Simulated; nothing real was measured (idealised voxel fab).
Title: Process Module voxel ribs on slabs
Section shown: cut. Width: 300 nm. Cell size: 5 nm, square.
Throughout this document, each cross-section is represented as a grid of square cells and is presented as a sequence of bands enumerated from the top downward, where a band comprises one or more rows of cells. The entry gives the band's vertical extent as a top height and a bottom height in nm, then its horizontal make-up as materials from left to right, each with a width in nm. "air" stands for empty space; a single material marked "full width" fills the band edge to edge. A quick word on heights: they are counted from 0, and under that level the wafer as it came to us is one material throughout. The lowest band is different from the rest in having no bottom; it simply continues downward, written as in "0..down". It should be noted that a width expressed as "30..40" varies in equal increments from row to row of cells within the band, taking the value of the first number at the top row and that of the second number at the bottom row. The designation "no change", where it is given for a processing step, indicates that no cell of the cross-section was altered in the course of that step. Closed-off voids of 8+ cells (no open route to the top) go in "Sealed internal cavities", written width x height at distance from the left edge, in nm. Post-settings text on a step line: simulator's own remark regarding the step. Steps that use a mask can have "overlay nm" on their line. It says how far the mask sat to the right of where it was meant to be. Negative means to the left.

Steps in the process plan:
1) RECEIVE (material Si)
2) DIRECTIONAL_DEP (material SiO2; thk nm 25)
3) DIRECTIONAL_DEP (material SiN; thk nm 15)
4) PATTERN (tone cover; mask id RIB; material resist; width nm 25; thk nm 20; overlay nm 0)
5) DIRECTIONAL_ETCH (etch materials SiN; depth nm 5)
6) STRIP (etch materials resist)
7) PATTERN (tone cover; mask id SLAB; material resist; width nm 85; thk nm 15; overlay nm 0)
8) DIRECTIONAL_ETCH (etch materials SiN; depth nm 10)
9) STRIP (etch materials resist)
10) FILL_DEP (material SiO2; thk nm 25)
11) CMP (height nm 60)
12) DIRECTIONAL_DEP (material W; thk nm 5)
13) PATTERN (tone cover; mask id HEATER; material resist; width nm 35; thk nm 15; overlay nm 0)
14) DIRECTIONAL_ETCH (etch materials W; depth nm 5)
15) STRIP (etch materials resist)
16) CONFORMAL_DEP (material SiO2; thk nm 5)

Shown in cross-section is the wafer as received, that is, as it stands after step 1:
	0..down | Si full width
	Sealed internal cavities: none

Starting structure and process plan are as shown above, but one mistake was made in running the module; the wafer cross-section at the end of the module follows:
	70..65 | air: 120 / SiO2: 45 / air: 135
	65..60 | SiO2: 125 / W: 35 / SiO2: 140
	60..40 | SiO2 full width
	40..35 | SiO2: 135 / SiN: 25 / SiO2: 140
	35..25 | SiO2: 105 / SiN: 85 / SiO2: 110
	25..0 | SiO2 full width
	0..down | Si full width
	Sealed internal cavities: none
It is concluded that the wafer was processed incorrectly with respect to the plan, in that step 13 ran with different settings than intended, the actual operation and settings being PATTERN (tone cover; mask id HEATER; material resist; width nm 35; thk nm 15; overlay nm -5)
